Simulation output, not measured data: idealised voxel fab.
process module | voxel self aligned vias
cross-section cut | 285 nm wide | cells 5 nm
A cross-section is a grid of square cells, given in bands from the top down. A band is one or more rows of cells.
Each band's line starts with the height of the band's top and of its bottom, in nm. Then come its materials from left to right, each with its width in nm. One material with "throughout" fills the band from edge to edge. "air" is empty space.
Height 0 is the level under which the wafer as received is all one material. The lowest band goes on downwards, as in "0 down".
A width such as "30 to 40" changes by the same amount from each row of cells to the next, from the band's top row to its bottom row.
"no change" after a step means that no cell of the cross-section changed.
closed voids: empty space of 8 cells or more with no open way to the top, each as width x height at its distance from the left edge, in nm
after a step's settings: what the simulator itself notes on the step
overlay nm, on a step with a mask: how far to the right of its planned place the mask lay; to the left if negative
plan
1 op RECEIVE | material Si
2 op CONFORMAL_DEP | material SiO2 | thk nm 10
3 op CONFORMAL_DEP | material SiCN | thk nm 5
4 op DIRECTIONAL_DEP | material SiO2 | thk nm 30
5 op PATTERN | tone open | mask id LINES | material resist | width nm 30 | pitch nm 60 | thk nm 15 | overlay nm 0
6 op DIRECTIONAL_ETCH | etch materials SiO2 | depth nm 30
7 op STRIP | etch materials resist
8 op CONFORMAL_DEP | material TiN | thk nm 5
9 op FILL_DEP | material W | thk nm 5
10 op CMP | height nm 45
11 op SELECTIVE_ETCH | etch materials W Ru TiN | depth nm 10
12 op FILL_DEP | material SiN | thk nm 5
13 op CMP | height nm 45
14 op DIRECTIONAL_DEP | material SiO2 | thk nm 15
15 op MASKED_ETCH | tone open | mask id VIAS | width nm 40 | pitch nm 60 | etch materials SiO2 | depth nm 15 | overlay nm 0
16 op MASKED_ETCH | tone open | mask id VIAS | width nm 40 | pitch nm 60 | etch materials SiN | depth nm 10 | overlay nm 0
17 op CONFORMAL_DEP | material TiN | thk nm 5
18 op FILL_DEP | material W | thk nm 10
19 op CMP | height nm 60
20 op CONFORMAL_DEP | material SiCN | thk nm 5
first wafer, as planned
as received, after step 1
  0 down: Si throughout
  closed voids: none
after step 2
  10 to 0: SiO2 throughout
  below 0: unchanged
after step 3
  15 to 10: SiCN throughout
  below 10: unchanged
after step 4
  45 to 15: SiO2 throughout
  below 15: unchanged
after step 5
  60 to 45: resist 95 | air 30 | resist 30 | air 30 | resist 100
  below 45: unchanged
after step 6
  60 to 45: resist 95 | air 30 | resist 30 | air 30 | resist 100
  45 to 15: SiO2 95 | air 30 | SiO2 30 | air 30 | SiO2 100
  below 15: unchanged
after step 7
  45 to 15: SiO2 95 | air 30 | SiO2 30 | air 30 | SiO2 100
  below 15: unchanged
after step 8
  50 to 45: TiN 100 | air 20 | TiN 40 | air 20 | TiN 105
  45 to 20: SiO2 95 | TiN 5 | air 20 | TiN 5 | SiO2 30 | TiN 5 | air 20 | TiN 5 | SiO2 100
  20 to 15: SiO2 95 | TiN 30 | SiO2 30 | TiN 30 | SiO2 100
  below 15: unchanged
after step 9
  55 to 50: W throughout
  50 to 45: TiN 100 | W 20 | TiN 40 | W 20 | TiN 105
  45 to 20: SiO2 95 | TiN 5 | W 20 | TiN 5 | SiO2 30 | TiN 5 | W 20 | TiN 5 | SiO2 100
  below 20: unchanged
after step 10
  45 to 20: SiO2 95 | TiN 5 | W 20 | TiN 5 | SiO2 30 | TiN 5 | W 20 | TiN 5 | SiO2 100
  below 20: unchanged
after step 11
  45 to 35: SiO2 95 | air 30 | SiO2 30 | air 30 | SiO2 100
  below 35: unchanged
after step 12
  50 to 45: SiN throughout
  45 to 35: SiO2 95 | SiN 30 | SiO2 30 | SiN 30 | SiO2 100
  below 35: unchanged
after step 13
  45 to 35: SiO2 95 | SiN 30 | SiO2 30 | SiN 30 | SiO2 100
  below 35: unchanged
after step 14
  60 to 45: SiO2 throughout
  below 45: unchanged
after step 15
  60 to 45: SiO2 90 | air 40 | SiO2 20 | air 40 | SiO2 95
  below 45: unchanged
after step 16
  60 to 45: SiO2 90 | air 40 | SiO2 20 | air 40 | SiO2 95
  45 to 35: SiO2 95 | air 30 | SiO2 30 | air 30 | SiO2 100
  below 35: unchanged
after step 17
  65 to 60: TiN 95 | air 30 | TiN 30 | air 30 | TiN 100
  60 to 50: SiO2 90 | TiN 5 | air 30 | TiN 5 | SiO2 20 | TiN 5 | air 30 | TiN 5 | SiO2 95
  50 to 40: SiO2 90 to 95 | TiN 10 to 5 | air 20 | TiN 10 to 5 | SiO2 20 to 30 | TiN 10 to 5 | air 20 | TiN 10 to 5 | SiO2 95 to 100
  40 to 35: SiO2 95 | TiN 30 | SiO2 30 | TiN 30 | SiO2 100
  below 35: unchanged
after step 18
  75 to 65: W throughout
  65 to 60: TiN 95 | W 30 | TiN 30 | W 30 | TiN 100
  60 to 50: SiO2 90 | TiN 5 | W 30 | TiN 5 | SiO2 20 | TiN 5 | W 30 | TiN 5 | SiO2 95
  50 to 40: SiO2 90 to 95 | TiN 10 to 5 | W 20 | TiN 10 to 5 | SiO2 20 to 30 | TiN 10 to 5 | W 20 | TiN 10 to 5 | SiO2 95 to 100
  below 40: unchanged
after step 19
  60 to 50: SiO2 90 | TiN 5 | W 30 | TiN 5 | SiO2 20 | TiN 5 | W 30 | TiN 5 | SiO2 95
  below 50: unchanged
after step 20
  65 to 60: SiCN throughout
  below 60: unchanged
second wafer: like start, like plan, one mistake. Through step 14 it matches the first wafer
when step 15 should have ended
  60 to 45: SiO2 95 | air 35 | SiO2 25 | air 35 | SiO2 95
  below 45: unchanged
when step 16 should have ended
  60 to 45: SiO2 95 | air 35 | SiO2 25 | air 35 | SiO2 95
  45 to 35: SiO2 95 | air 30 | SiO2 30 | air 30 | SiO2 100
  below 35: unchanged
when step 17 should have ended
  65 to 60: TiN 100 | air 25 | TiN 35 | air 25 | TiN 100
  60 to 50: SiO2 95 | TiN 5 | air 25 | TiN 5 | SiO2 25 | TiN 5 | air 25 | TiN 5 | SiO2 95
  50 to 40: SiO2 95 | TiN 5 | air 20 | TiN 10 to 5 | SiO2 25 to 30 | TiN 5 | air 20 | TiN 10 to 5 | SiO2 95 to 100
  40 to 35: SiO2 95 | TiN 30 | SiO2 30 | TiN 30 | SiO2 100
  below 35: unchanged
when step 18 should have ended
  75 to 65: W throughout
  65 to 60: TiN 100 | W 25 | TiN 35 | W 25 | TiN 100
  60 to 50: SiO2 95 | TiN 5 | W 25 | TiN 5 | SiO2 25 | TiN 5 | W 25 | TiN 5 | SiO2 95
  50 to 40: SiO2 95 | TiN 5 | W 20 | TiN 10 to 5 | SiO2 25 to 30 | TiN 5 | W 20 | TiN 10 to 5 | SiO2 95 to 100
  below 40: unchanged
when step 19 should have ended
  60 to 50: SiO2 95 | TiN 5 | W 25 | TiN 5 | SiO2 25 | TiN 5 | W 25 | TiN 5 | SiO2 95
  below 50: unchanged
when step 20 should have ended
  65 to 60: SiCN throughout
  below 60: unchanged
what went wrong: step 15 ran as: op MASKED_ETCH | tone open | mask id VIAS | width nm 35 | pitch nm 60 | etch materials SiO2 | depth nm 15 | overlay nm 0
at the end the second wafer has, in cells: 6 more of SiO2 | 2 fewer of TiN | 4 fewer of W
